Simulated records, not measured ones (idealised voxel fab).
process module | voxel fin reveal
cross-section cut | 170 nm wide | cells 5 nm
A cross-section is a grid of square cells, given in bands from the top down. A band is one or more rows of cells.
Each band's line starts with the height of the band's top and of its bottom, in nm. Then come its materials from left to right, each with its width in nm. One material with "throughout" fills the band from edge to edge. "air" is empty space.
Height 0 is the level under which the wafer as received is all one material. The lowest band goes on downwards, as in "0 down".
A width such as "30 to 40" changes by the same amount from each row of cells to the next, from the band's top row to its bottom row.
"no change" after a step means that no cell of the cross-section changed.
closed voids: empty space of 8 cells or more with no open way to the top, each as width x height at its distance from the left edge, in nm
after a step's settings: what the simulator itself notes on the step
overlay nm, on a step with a mask: how far to the right of its planned place the mask lay; to the left if negative
plan
1 op RECEIVE | material Si
2 op CONFORMAL_DEP | material SiN | thk nm 5
3 op PATTERN | tone cover | mask id FINS | material resist | width nm 15 | pitch nm 40 | thk nm 20 | overlay nm 0
4 op DIRECTIONAL_ETCH | etch materials SiN | depth nm 5
5 op DIRECTIONAL_ETCH | etch materials Si | depth nm 35
6 op STRIP | etch materials resist
7 op FILL_DEP | material SiO2 | thk nm 15
8 op CMP | height nm 5
9 op SELECTIVE_ETCH | etch materials SiO2 | depth nm 20
10 op STRIP | etch materials SiN
as received, after step 1
  0 down: Si throughout
  closed voids: none
first wafer at the end, as planned
  0 to -15: air 55 | Si 15 | air 25 | Si 15 | air 60
  -15 to -35: SiO2 55 | Si 15 | SiO2 25 | Si 15 | SiO2 60
  -35 down: Si throughout
  closed voids: none
second wafer at the end: like start, like plan, one mistake
  0 to -15: air 50 | Si 25 | air 15 | Si 25 | air 55
  -15 to -35: SiO2 50 | Si 25 | SiO2 15 | Si 25 | SiO2 55
  -35 down: Si throughout
  closed voids: none
what went wrong: step 3 ran as: op PATTERN | tone cover | mask id FINS | material resist | width nm 25 | pitch nm 40 | thk nm 20 | overlay nm 0
at the end the second wafer has, in cells: 28 more of Si | 16 fewer of SiO2
